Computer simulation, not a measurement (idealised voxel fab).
Process module heading - voxel air gaps
The cross-section shown here is cut; it is 185 nm wide and divided into square cells measuring 5 nm on a side.
When this document writes out a cross-section, it uses a grid of square cells and lists it as bands, beginning at the top and moving down, with a band standing for one or more rows of cells. Basically the band line says how high the top is and how high the bottom is, in nm, and then what's in it from left to right, every material with its width in nm. Empty space shows up as "empty", and if a single material carries "edge to edge" it runs the full band edge to edge. The reference from which all heights are counted is 0, the level beneath which the as-received wafer is entirely one material; the lowest band, having no lower bound, proceeds downward and is written after the example "0 down". The two numbers in a width such as "30->40" mark its ends across the band: the first belongs to the top row of cells, the second to the bottom row, and from each row to the next the width moves by the same amount. "no alterations made" (step): cross-section cells unchanged, all of them. "Closed internal voids" enumerates empty spaces isolated from the top, with no open way to it, that contain at least 8 cells, giving each as width x height at distance from the left edge, all three in nm. If you see something after the settings on a step's line, that's the simulator's own remark about that step. Each step line may optionally specify "overlay nm", which for a step with a mask gives the rightward distance between the mask's planned place and where it lay, a negative value indicating the leftward direction.
**Planned step list for the process**
step 1: RECEIVE with material Si
step 2: CONFORMAL_DEP with material SiO2, thk nm 10
step 3: CONFORMAL_DEP with material SiCN, thk nm 5
step 4: DIRECTIONAL_DEP with material SiO2, thk nm 30
step 5: PATTERN with tone open, mask id LINES, material resist, width nm 20, pitch nm 50, thk nm 20, overlay nm 0
step 6: DIRECTIONAL_ETCH with etch materials SiO2, depth nm 30
step 7: STRIP with etch materials resist
step 8: CONFORMAL_DEP with material TiN, thk nm 5
step 9: FILL_DEP with material Cu, thk nm 5
step 10: CMP with height nm 45
step 11: EPI with material Ru, thk nm 10
step 12: SELECTIVE_ETCH with etch materials SiO2, depth nm 40
step 13: CONFORMAL_DEP with material SiCN, thk nm 5
**So this is the incoming wafer in cross-section - it's already been through step 1**
> 0 down  Si edge to edge
> Closed internal voids: none
**The following cross-section depicts the wafer upon conclusion of the module. Processing commenced from the starting condition illustrated above and adhered to the plan illustrated above, save for one mistake in execution**
> 60 to 55  SiCN edge to edge
> 55 to 45  Ru edge to edge
> 45 to 20  25 Cu | 5 TiN | 20 SiO2 | 5 TiN | 20 Cu | 5 TiN | 20 SiO2 | 5 TiN | 20 Cu | 5 TiN | 20 SiO2 | 5 TiN | 30 Cu
> 20 to 15  30 TiN | 20 SiO2 | 30 TiN | 20 SiO2 | 30 TiN | 20 SiO2 | 35 TiN
> 15 to 10  SiCN edge to edge
> 10 to 0  SiO2 edge to edge
> 0 down  Si edge to edge
> Closed internal voids: none
Misprocessing identified: step 5 was processed under conditions differing from the plan, specifically as PATTERN with tone cover, mask id LINES, material resist, width nm 20, pitch nm 50, thk nm 20, overlay nm 0
